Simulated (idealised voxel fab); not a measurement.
Presented below is a process module, voxel gate over fins.
Xsec cut, 200 nm wide, square cell size 5 nm.
When this document writes out a cross-section, it uses a grid of square cells and lists it as bands, beginning at the top and moving down, with a band standing for one or more rows of cells. The entry gives the band's vertical extent as a top height and a bottom height in nm, then its horizontal make-up as materials from left to right, each with a width in nm. "blank" stands for empty space; a single material marked "full width" fills the band edge to edge. Heights are expressed relative to 0, this being the level below which the as-received wafer comprises one material exclusively. The lowest band is unbounded in the downward direction and is denoted as in "z 0 and below". Graded width ("30..40"): value in top row of band = first number; value in bottom row = second number; row-to-row change constant. When a step is marked "no change", none of the cells in the cross-section changed during that step. Entry "Fully closed voids". Content: empty spaces with no open connection to the top, size 8 cells or greater. Each: width x height at distance. Distance: from left edge. Unit: nm. Heads up: the bit after the settings on a step's line is the simulator's remark on that step. overlay nm: for a step with a mask, the amount by which the mask lay right of where it was planned; a negative amount means left of it.

[The following list gives the planned process steps]
step 1: RECEIVE | material Si
step 2: CONFORMAL_DEP | material SiN | thk nm 10
step 3: PATTERN | tone cover | mask id FINS | material resist | width nm 15 | pitch nm 60 | thk nm 15 | overlay nm 0
step 4: DIRECTIONAL_ETCH | etch materials SiN | depth nm 10
step 5: DIRECTIONAL_ETCH | etch materials Si | depth nm 35
step 6: STRIP | etch materials resist
step 7: FILL_DEP | material SiO2 | thk nm 5
step 8: CMP | height nm 10
step 9: DIRECTIONAL_DEP | material aC | thk nm 15
step 10: PATTERN | tone open | mask id RAIL | material resist | width nm 15 | thk nm 30 | overlay nm 0
step 11: DIRECTIONAL_ETCH | etch materials aC | depth nm 15
step 12: STRIP | etch materials resist
step 13: DIRECTIONAL_ETCH | etch materials SiO2 | depth nm 40
step 14: STRIP | etch materials aC
step 15: CONFORMAL_DEP | material TiN | thk nm 5
step 16: FILL_DEP | material W | thk nm 5
step 17: CMP | height nm 10
step 18: SELECTIVE_ETCH | etch materials W Ru TiN | depth nm 30
step 19: FILL_DEP | material SiO2 | thk nm 5
step 20: CMP | height nm 10
step 21: SELECTIVE_ETCH | etch materials SiO2 | depth nm 25
step 22: STRIP | etch materials SiN
step 23: CONFORMAL_DEP | material HfO2 | thk nm 5
step 24: CONFORMAL_DEP | material TiN | thk nm 5
step 25: CONFORMAL_DEP | material TiAl | thk nm 5
step 26: CONFORMAL_DEP | material TiN | thk nm 5
step 27: FILL_DEP | material W | thk nm 15
step 28: CMP | height nm 30
step 29: CONFORMAL_DEP | material SiCN | thk nm 5

[Cross-section of the incoming wafer, state after step 1]
    z 0 and below  Si full width
    Fully closed voids: none

[Final wafer profile in cross-section after the module, from the same start and plan as above, with one mistake made during processing]
    z 35 to 30  SiCN full width
    z 30 to 20  W full width
    z 20 to 15  W=35 | TiN=125 | W=40
    z 15 to 10  W=35 | TiN=5 | TiAl=55 | TiN=5 | TiAl=55 | TiN=5 | W=40
    z 10 to 5  W=35 | TiN=5 | TiAl=5 | TiN=45 | TiAl=5 | TiN=5 | TiAl=5 | TiN=45 | TiAl=5 | TiN=5 | W=40
    z 5 to 0  TiN=40 | TiAl=5 | TiN=5 | HfO2=35 | TiN=5 | TiAl=5 | TiN=5 | TiAl=5 | TiN=5 | HfO2=35 | TiN=5 | TiAl=5 | TiN=45
    z 0 to -5  TiAl=45 | TiN=5 | HfO2=5 | Si=25 | HfO2=5 | TiN=5 | TiAl=15 | TiN=5 | HfO2=5 | Si=25 | HfO2=5 | TiN=5 | TiAl=50
    z -5 to -10  TiN=50 | HfO2=5 | Si=25 | HfO2=5 | TiN=25 | HfO2=5 | Si=25 | HfO2=5 | TiN=55
    z -10 to -15  HfO2=55 | Si=25 | HfO2=35 | Si=25 | HfO2=60
    z -15 to -20  SiO2=55 | Si=25 | SiO2=35 | Si=25 | SiO2=60
    z -20 to -25  SiO2=55 | Si=25 | SiO2=10 | TiN=5 | W=5 | TiN=5 | SiO2=10 | Si=25 | SiO2=60
    z -25 to -30  SiO2=55 | Si=25 | SiO2=10 | TiN=15 | SiO2=10 | Si=25 | SiO2=60
    z -30 to -35  SiO2=55 | Si=25 | SiO2=35 | Si=25 | SiO2=60
    z -35 and below  Si full width
    Fully closed voids: none
Finding, execution versus plan: step 3 ran with different settings than intended, the actual operation and settings being PATTERN | tone cover | mask id FINS | material resist | width nm 25 | pitch nm 60 | thk nm 15 | overlay nm 0
